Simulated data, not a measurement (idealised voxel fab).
A process module follows: voxel double patterning.
The figure presents cross-section cut, which has a width of 200 nm and is divided into square cells with an edge length of 5 nm.
Cross-section = grid of square cells, listed top down in bands; band = one or more rows.
Band: top and bottom heights (nm) first, top before bottom; then materials from left to right, widths in nm. "full width" marks a sole material filling the band edge to edge. "empty" denotes empty space.
Where do heights start? At 0: under that level the wafer as delivered is made of one material only. And the lowest band has no floor; it just carries on downward, as in "from 0 down".
A two-number width, for instance "30..40", indicates that the width is equal to the first number in the top row of the band and to the second number in the bottom row, and that it changes by a constant amount per row of cells.
Where the words "no modifications" appear for a step, the cross-section shows no cell changed by that step; every cell remained as before.
"closed voids" lists enclosed empty spaces (at least 8 cells, no open path upward to the top), each as width x height at distance from the left edge, in nm.
after a step's settings: what the simulator itself notes on the step
The optional step-line setting "overlay nm" applies to steps with a mask and quantifies how far to the right of its planned location the mask lay, a negative value indicating leftward placement.

## Process steps - plan
1,RECEIVE,material Si
2,CONFORMAL_DEP,material SiO2,thk nm 10
3,DIRECTIONAL_DEP,material polySi,thk nm 20
4,DIRECTIONAL_DEP,material SiN,thk nm 5
5,MASKED_ETCH,tone open,mask id FIRST,width nm 15,pitch nm 50,etch materials SiN,depth nm 5,overlay nm 0
6,PATTERN,tone open,mask id SECOND,material resist,width nm 15,pitch nm 50,thk nm 15,overlay nm 0
7,DIRECTIONAL_ETCH,etch materials SiN,depth nm 5
8,STRIP,etch materials resist
9,DIRECTIONAL_ETCH,etch materials polySi,depth nm 20
10,STRIP,etch materials SiN

## Incoming wafer in cross-section (state: after step 1)
  from 0 down  Si full width
  closed voids: none

## Same starting wafer, same plan as above, one mistake in the execution; this is the cross-section at the end of the module
  from 30 to 10  polySi 40 nm; empty 20 nm; polySi 5 nm; empty 15 nm; polySi 10 nm; empty 20 nm; polySi 5 nm; empty 15 nm; polySi 10 nm; empty 20 nm; polySi 40 nm
  from 10 to 0  SiO2 full width
  from 0 down  Si full width
  closed voids: none
So what did we get wrong on this run? rather than as planned, step 5 actually ran as MASKED_ETCH,tone open,mask id FIRST,width nm 20,pitch nm 50,etch materials SiN,depth nm 5,overlay nm 0
